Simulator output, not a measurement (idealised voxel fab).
This section sets out a process module, namely voxel trench capacitor.
We display cut, a cross-section 185 nm in width whose square cells are each 5 nm.
The cross-sections in this document take the form of a grid made of square cells. They are written out as bands, in order from top to bottom. Each band consists of one or more rows of cells. What a band's entry tells you: where the top is and where the bottom is, as heights in nm, and after that what lies inside, material by material from left to right, each with its width in nm. Empty space is written as the word "empty", and a single material marked with the word "everywhere" occupies the band from edge to edge. Heads up on the height convention: 0 is the point under which the incoming wafer is all one material, and the lowest band has no bottom, it just keeps going down, like "0 -> down". The width entry "30->40" should be interpreted row by row: the top row of cells in the band takes the first number, the bottom row takes the second number, and the change between adjacent rows is uniform throughout. When a step is marked "no alterations made", none of the cells in the cross-section changed during that step. Listed in "Non-vented voids": every empty space of 8 or more cells without an open way to the top. Form: width x height at distance, the distance being from the left edge, all in nm. It should be noted that, on the line of a given step, the content following the step's settings is a remark produced by the simulator itself with respect to that step. Regarding "overlay nm": on a step with a mask, it is the distance the mask lay to the right of its planned place; a negative value places it to the left.

**The following list gives the planned process steps**
1: RECEIVE, material Si
2: CONFORMAL_DEP, material SiN, thk nm 5
3: DIRECTIONAL_DEP, material aC, thk nm 10
4: PATTERN, tone open, mask id TRENCH, material resist, width nm 20, pitch nm 45, thk nm 25, overlay nm 0
5: DIRECTIONAL_ETCH, etch materials aC, depth nm 10
6: STRIP, etch materials resist
7: DIRECTIONAL_ETCH, etch materials SiN, depth nm 5
8: DIRECTIONAL_ETCH, etch materials Si, depth nm 40
9: STRIP, etch materials aC
10: CONFORMAL_DEP, material Al2O3, thk nm 5
11: FILL_DEP, material polySi, thk nm 10
12: CMP, height nm 5

**As-received wafer cross-section (after step 1)**
> 0 -> down: Si everywhere
> Non-vented voids: none

**Looking at the first of two wafers in cross-section at end of module - ran to plan**
> 5 -> 0: SiN=15; Al2O3=5; polySi=10; Al2O3=5; SiN=25; Al2O3=5; polySi=10; Al2O3=5; SiN=25; Al2O3=5; polySi=10; Al2O3=5; SiN=25; Al2O3=5; polySi=10; Al2O3=5; SiN=15
> 0 -> -35: Si=15; Al2O3=5; polySi=10; Al2O3=5; Si=25; Al2O3=5; polySi=10; Al2O3=5; Si=25; Al2O3=5; polySi=10; Al2O3=5; Si=25; Al2O3=5; polySi=10; Al2O3=5; Si=15
> -35 -> -40: Si=15; Al2O3=20; Si=25; Al2O3=20; Si=25; Al2O3=20; Si=25; Al2O3=20; Si=15
> -40 -> down: Si everywhere
> Non-vented voids: none

**This cross-section belongs to the second wafer of two at the end of the module; the start and the plan were shared with the first, and the run included one mistake**
> 5 -> 0: polySi=10; Al2O3=5; SiN=20; Al2O3=5; polySi=15; Al2O3=5; SiN=20; Al2O3=5; polySi=15; Al2O3=5; SiN=20; Al2O3=5; polySi=15; Al2O3=5; SiN=20; Al2O3=5; polySi=10
> 0 -> -35: polySi=10; Al2O3=5; Si=20; Al2O3=5; polySi=15; Al2O3=5; Si=20; Al2O3=5; polySi=15; Al2O3=5; Si=20; Al2O3=5; polySi=15; Al2O3=5; Si=20; Al2O3=5; polySi=10
> -35 -> -40: Al2O3=15; Si=20; Al2O3=25; Si=20; Al2O3=25; Si=20; Al2O3=25; Si=20; Al2O3=15
> -40 -> down: Si everywhere
> Non-vented voids: none
What broke from the plan during processing? heads up, step 4 didn't go per plan, it actually ran as PATTERN, tone cover, mask id TRENCH, material resist, width nm 20, pitch nm 45, thk nm 25, overlay nm 0
Count the cells at the end and the second wafer has more or fewer of some materials than the first: Al2O3: 5 more; Si: 40 fewer; SiN: 5 fewer; polySi: 40 more
